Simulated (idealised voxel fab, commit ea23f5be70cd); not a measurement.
process module | voxel air gaps
In the cross-section labelled cut, the width is 255 nm and each square cell is 5 nm.
The cross-sections in this document take the form of a grid made of square cells. They are written out as bands, in order from top to bottom. Each band consists of one or more rows of cells. Read a band's entry like this: the first values are the height of its top and the height of its bottom in nm, and what follows is the sequence of materials from left to right, each with its width in nm. Note that "empty" is empty space, and that a single material marked "full width" reaches across the band from edge to edge. Height datum 0, below which the as-received substrate wafer is one material. Lowest band open at the bottom, running downward: "0 nm and below". The width entry "30 to 40" should be interpreted row by row: the top row of cells in the band takes the first number, the bottom row takes the second number, and the change between adjacent rows is uniform throughout. Key: "no modification" - step with no changed cell in the cross-section. So "closed voids" is basically the list of trapped voids: any empty space of 8 cells or more that can't reach the top through an opening. They're written width x height at distance, the distance being from the left edge, and it's all nm. That trailing text on a step's line, after the settings, is the simulator's own remark on the step. Among the settings permitted on a step's line is "overlay nm"; applied to a step with a mask, it specifies the extent to which the mask lay to the right of its planned position, whereas a negative figure signifies a position to the left.

So here's the lineup of process steps we planned
1 RECEIVE with material Si
2 CONFORMAL_DEP with material SiO2, thk nm 15
3 CONFORMAL_DEP with material SiN, thk nm 5
4 DIRECTIONAL_DEP with material SiO2, thk nm 35
5 MASKED_ETCH with tone open, mask id LINES, width nm 15, pitch nm 45, etch materials SiO2, depth nm 35, overlay nm 0
6 CONFORMAL_DEP with material TiN, thk nm 5
7 FILL_DEP with material W, thk nm 10
8 CMP with height nm 55
9 EPI with material Ru, thk nm 10
10 SELECTIVE_ETCH with etch materials SiO2, depth nm 45
11 CONFORMAL_DEP with material SiN, thk nm 5

Wafer, first of two, run as planned

So this is the incoming wafer in cross-section - it's already been through step 1
> 0 nm and below | Si full width
> closed voids: none

The wafer in cross-section once step 2 is complete
> 15 nm to 0 nm | SiO2 full width
> Whatever lies below 0 is exactly as it was before.

The wafer in cross-section once step 3 is complete
> 20 nm to 15 nm | SiN full width
> Whatever lies below 15 is exactly as it was before.

The wafer in cross-section once step 4 is complete
> 55 nm to 20 nm | SiO2 full width
> Whatever lies below 20 is exactly as it was before.

The wafer in cross-section once step 5 is complete
> 55 nm to 20 nm | 50 SiO2; 15 empty; 30 SiO2; 15 empty; 30 SiO2; 15 empty; 30 SiO2; 15 empty; 55 SiO2
> Whatever lies below 20 is exactly as it was before.

The wafer in cross-section once step 6 is complete
> 60 nm to 55 nm | 55 TiN; 5 empty; 40 TiN; 5 empty; 40 TiN; 5 empty; 40 TiN; 5 empty; 60 TiN
> 55 nm to 25 nm | 50 SiO2; 5 TiN; 5 empty; 5 TiN; 30 SiO2; 5 TiN; 5 empty; 5 TiN; 30 SiO2; 5 TiN; 5 empty; 5 TiN; 30 SiO2; 5 TiN; 5 empty; 5 TiN; 55 SiO2
> 25 nm to 20 nm | 50 SiO2; 15 TiN; 30 SiO2; 15 TiN; 30 SiO2; 15 TiN; 30 SiO2; 15 TiN; 55 SiO2
> Whatever lies below 20 is exactly as it was before.

The wafer in cross-section once step 7 is complete
> 70 nm to 60 nm | W full width
> 60 nm to 55 nm | 55 TiN; 5 W; 40 TiN; 5 W; 40 TiN; 5 W; 40 TiN; 5 W; 60 TiN
> 55 nm to 25 nm | 50 SiO2; 5 TiN; 5 W; 5 TiN; 30 SiO2; 5 TiN; 5 W; 5 TiN; 30 SiO2; 5 TiN; 5 W; 5 TiN; 30 SiO2; 5 TiN; 5 W; 5 TiN; 55 SiO2
> Whatever lies below 25 is exactly as it was before.

The wafer in cross-section once step 8 is complete
> 55 nm to 25 nm | 50 SiO2; 5 TiN; 5 W; 5 TiN; 30 SiO2; 5 TiN; 5 W; 5 TiN; 30 SiO2; 5 TiN; 5 W; 5 TiN; 30 SiO2; 5 TiN; 5 W; 5 TiN; 55 SiO2
> Whatever lies below 25 is exactly as it was before.

The wafer in cross-section once step 9 is complete
> 65 nm to 55 nm | 40 empty; 35 Ru; 10 empty; 35 Ru; 10 empty; 35 Ru; 10 empty; 35 Ru; 45 empty
> Whatever lies below 55 is exactly as it was before.

The wafer in cross-section once step 10 is complete
> 65 nm to 55 nm | 40 empty; 35 Ru; 10 empty; 35 Ru; 10 empty; 35 Ru; 10 empty; 35 Ru; 45 empty
> 55 nm to 25 nm | 50 empty; 5 TiN; 5 W; 5 TiN; 30 empty; 5 TiN; 5 W; 5 TiN; 30 empty; 5 TiN; 5 W; 5 TiN; 30 empty; 5 TiN; 5 W; 5 TiN; 55 empty
> 25 nm to 20 nm | 50 empty; 15 TiN; 30 empty; 15 TiN; 30 empty; 15 TiN; 30 empty; 15 TiN; 55 empty
> Whatever lies below 20 is exactly as it was before.

The wafer in cross-section once step 11 is complete
> 70 nm to 65 nm | 35 empty; 180 SiN; 40 empty
> 65 nm to 55 nm | 35 empty; 5 SiN; 35 Ru; 10 SiN; 35 Ru; 10 SiN; 35 Ru; 10 SiN; 35 Ru; 5 SiN; 40 empty
> 55 nm to 50 nm | 35 empty; 15 SiN; 5 TiN; 5 W; 5 TiN; 30 SiN; 5 TiN; 5 W; 5 TiN; 30 SiN; 5 TiN; 5 W; 5 TiN; 30 SiN; 5 TiN; 5 W; 5 TiN; 15 SiN; 40 empty
> 50 nm to 25 nm | 45 empty; 5 SiN; 5 TiN; 5 W; 5 TiN; 5 SiN; 20 empty; 5 SiN; 5 TiN; 5 W; 5 TiN; 5 SiN; 20 empty; 5 SiN; 5 TiN; 5 W; 5 TiN; 5 SiN; 20 empty; 5 SiN; 5 TiN; 5 W; 5 TiN; 5 SiN; 50 empty
> 25 nm to 20 nm | 50 SiN; 15 TiN; 30 SiN; 15 TiN; 30 SiN; 15 TiN; 30 SiN; 15 TiN; 55 SiN
> Whatever lies below 20 is exactly as it was before.
> closed voids: 20 x 25 at 70; 20 x 25 at 115; 20 x 25 at 160

Second wafer - shared start and plan with the first - one error in running - same as the first up to step 2 inclusive

Cross-section of the second wafer corresponding to the planned conclusion of step 3
> 30 nm to 15 nm | SiN full width
> Whatever lies below 15 is exactly as it was before.

Cross-section of the second wafer corresponding to the planned conclusion of step 4
> 65 nm to 30 nm | SiO2 full width
> Whatever lies below 30 is exactly as it was before.

Cross-section of the second wafer corresponding to the planned conclusion of step 5
> 65 nm to 30 nm | 50 SiO2; 15 empty; 30 SiO2; 15 empty; 30 SiO2; 15 empty; 30 SiO2; 15 empty; 55 SiO2
> Whatever lies below 30 is exactly as it was before.

Cross-section of the second wafer corresponding to the planned conclusion of step 6
> 70 nm to 65 nm | 55 TiN; 5 empty; 40 TiN; 5 empty; 40 TiN; 5 empty; 40 TiN; 5 empty; 60 TiN
> 65 nm to 35 nm | 50 SiO2; 5 TiN; 5 empty; 5 TiN; 30 SiO2; 5 TiN; 5 empty; 5 TiN; 30 SiO2; 5 TiN; 5 empty; 5 TiN; 30 SiO2; 5 TiN; 5 empty; 5 TiN; 55 SiO2
> 35 nm to 30 nm | 50 SiO2; 15 TiN; 30 SiO2; 15 TiN; 30 SiO2; 15 TiN; 30 SiO2; 15 TiN; 55 SiO2
> Whatever lies below 30 is exactly as it was before.

Cross-section of the second wafer corresponding to the planned conclusion of step 7
> 80 nm to 70 nm | W full width
> 70 nm to 65 nm | 55 TiN; 5 W; 40 TiN; 5 W; 40 TiN; 5 W; 40 TiN; 5 W; 60 TiN
> 65 nm to 35 nm | 50 SiO2; 5 TiN; 5 W; 5 TiN; 30 SiO2; 5 TiN; 5 W; 5 TiN; 30 SiO2; 5 TiN; 5 W; 5 TiN; 30 SiO2; 5 TiN; 5 W; 5 TiN; 55 SiO2
> Whatever lies below 35 is exactly as it was before.

Cross-section of the second wafer corresponding to the planned conclusion of step 8
> 55 nm to 35 nm | 50 SiO2; 5 TiN; 5 W; 5 TiN; 30 SiO2; 5 TiN; 5 W; 5 TiN; 30 SiO2; 5 TiN; 5 W; 5 TiN; 30 SiO2; 5 TiN; 5 W; 5 TiN; 55 SiO2
> Whatever lies below 35 is exactly as it was before.

Cross-section of the second wafer corresponding to the planned conclusion of step 9
> 65 nm to 55 nm | 40 empty; 35 Ru; 10 empty; 35 Ru; 10 empty; 35 Ru; 10 empty; 35 Ru; 45 empty
> Whatever lies below 55 is exactly as it was before.

Cross-section of the second wafer corresponding to the planned conclusion of step 10
> 65 nm to 55 nm | 40 empty; 35 Ru; 10 empty; 35 Ru; 10 empty; 35 Ru; 10 empty; 35 Ru; 45 empty
> 55 nm to 35 nm | 50 empty; 5 TiN; 5 W; 5 TiN; 30 empty; 5 TiN; 5 W; 5 TiN; 30 empty; 5 TiN; 5 W; 5 TiN; 30 empty; 5 TiN; 5 W; 5 TiN; 55 empty
> 35 nm to 30 nm | 50 empty; 15 TiN; 30 empty; 15 TiN; 30 empty; 15 TiN; 30 empty; 15 TiN; 55 empty
> Whatever lies below 30 is exactly as it was before.

Cross-section of the second wafer corresponding to the planned conclusion of step 11
> 70 nm to 65 nm | 35 empty; 180 SiN; 40 empty
> 65 nm to 55 nm | 35 empty; 5 SiN; 35 Ru; 10 SiN; 35 Ru; 10 SiN; 35 Ru; 10 SiN; 35 Ru; 5 SiN; 40 empty
> 55 nm to 50 nm | 35 empty; 15 SiN; 5 TiN; 5 W; 5 TiN; 30 SiN; 5 TiN; 5 W; 5 TiN; 30 SiN; 5 TiN; 5 W; 5 TiN; 30 SiN; 5 TiN; 5 W; 5 TiN; 15 SiN; 40 empty
> 50 nm to 35 nm | 45 empty; 5 SiN; 5 TiN; 5 W; 5 TiN; 5 SiN; 20 empty; 5 SiN; 5 TiN; 5 W; 5 TiN; 5 SiN; 20 empty; 5 SiN; 5 TiN; 5 W; 5 TiN; 5 SiN; 20 empty; 5 SiN; 5 TiN; 5 W; 5 TiN; 5 SiN; 50 empty
> 35 nm to 30 nm | 50 SiN; 15 TiN; 30 SiN; 15 TiN; 30 SiN; 15 TiN; 30 SiN; 15 TiN; 55 SiN
> Whatever lies below 30 is exactly as it was before.
> closed voids: 20 x 15 at 70; 20 x 15 at 115; 20 x 15 at 160
Processing error: it should be noted that step 3 was executed with settings other than those planned, the operation and settings actually applied being CONFORMAL_DEP with material SiN, thk nm 15
In the final state, the cell counts of the second wafer exceed or fall short of those of the first for the following materials: +86 SiN | -16 TiN | -8 W
